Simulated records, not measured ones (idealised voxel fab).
You're looking at the process module voxel ribs on slabs.
Xsec cut, 195 nm wide, square cell size 5 nm.
A cross-section is written here as square cells arranged in a grid, and it is given in bands from the top down, each band taking up one or more rows of cells.
Within each band entry, the heights of the top and of the bottom of the band appear first, in that order and in nm; the materials of the band then follow from left to right, each with its corresponding width in nm. The designation "edge to edge" on a single material indicates that it fills the band from edge to edge; the designation "blank" indicates empty space.
Convention: height 0 is the level below which the wafer, as received, is all one material. The lowest band does not terminate at the bottom but continues downward, represented as "0 and below".
A width such as "30->40" changes by the same amount from each row of cells to the next, from the band's top row to its bottom row.
"no change" -> step changed no cross-section cell.
"Enclosed internal voids" means: voids of 8 cells or more that are shut off from the top with no open way through. Written width x height at distance, distance from the left edge, in nm.
The remark found on a step's line after its settings is issued by the simulator itself and pertains to that step.
If you see "overlay nm" on a step's line and that step has a mask, it's telling you how far right of where it was planned the mask ended up; a negative number means it went left instead.
Planned step list for the process:
1. RECEIVE: material Si
2. DIRECTIONAL_DEP: material SiO2, thk nm 25
3. DIRECTIONAL_DEP: material SiN, thk nm 15
4. MASKED_ETCH: tone cover, mask id RIB, width nm 25, etch materials SiN, depth nm 10, overlay nm 0
5. DIRECTIONAL_DEP: material aC, thk nm 15
6. PATTERN: tone cover, mask id SLAB, material resist, width nm 85, thk nm 35, overlay nm 0
7. DIRECTIONAL_ETCH: etch materials aC, depth nm 15
8. STRIP: etch materials resist
9. DIRECTIONAL_ETCH: etch materials SiN, depth nm 5
10. STRIP: etch materials aC
11. FILL_DEP: material SiO2, thk nm 20
12. CMP: height nm 55
13. DIRECTIONAL_DEP: material TiN, thk nm 10
14. MASKED_ETCH: tone cover, mask id HEATER, width nm 35, etch materials TiN, depth nm 10, overlay nm 0
15. CONFORMAL_DEP: material SiN, thk nm 5
So this is the incoming wafer in cross-section - it's already been through step 1:
  0 and below | Si edge to edge
  Enclosed internal voids: none
Below is the wafer in cross-section after the module was completed. It began from the starting point shown above and followed the plan shown above, except that one mistake was made while running it:
  70 down to 60 | blank=75  TiN=45  blank=75
  60 down to 55 | TiN edge to edge
  55 down to 40 | SiO2 edge to edge
  40 down to 30 | SiO2=85  SiN=25  SiO2=85
  30 down to 25 | SiO2=55  SiN=85  SiO2=55
  25 down to 0 | SiO2 edge to edge
  0 and below | Si edge to edge
  Enclosed internal voids: none
Processing error: off-plan run, step 15, actual operation and settings CONFORMAL_DEP: material TiN, thk nm 5
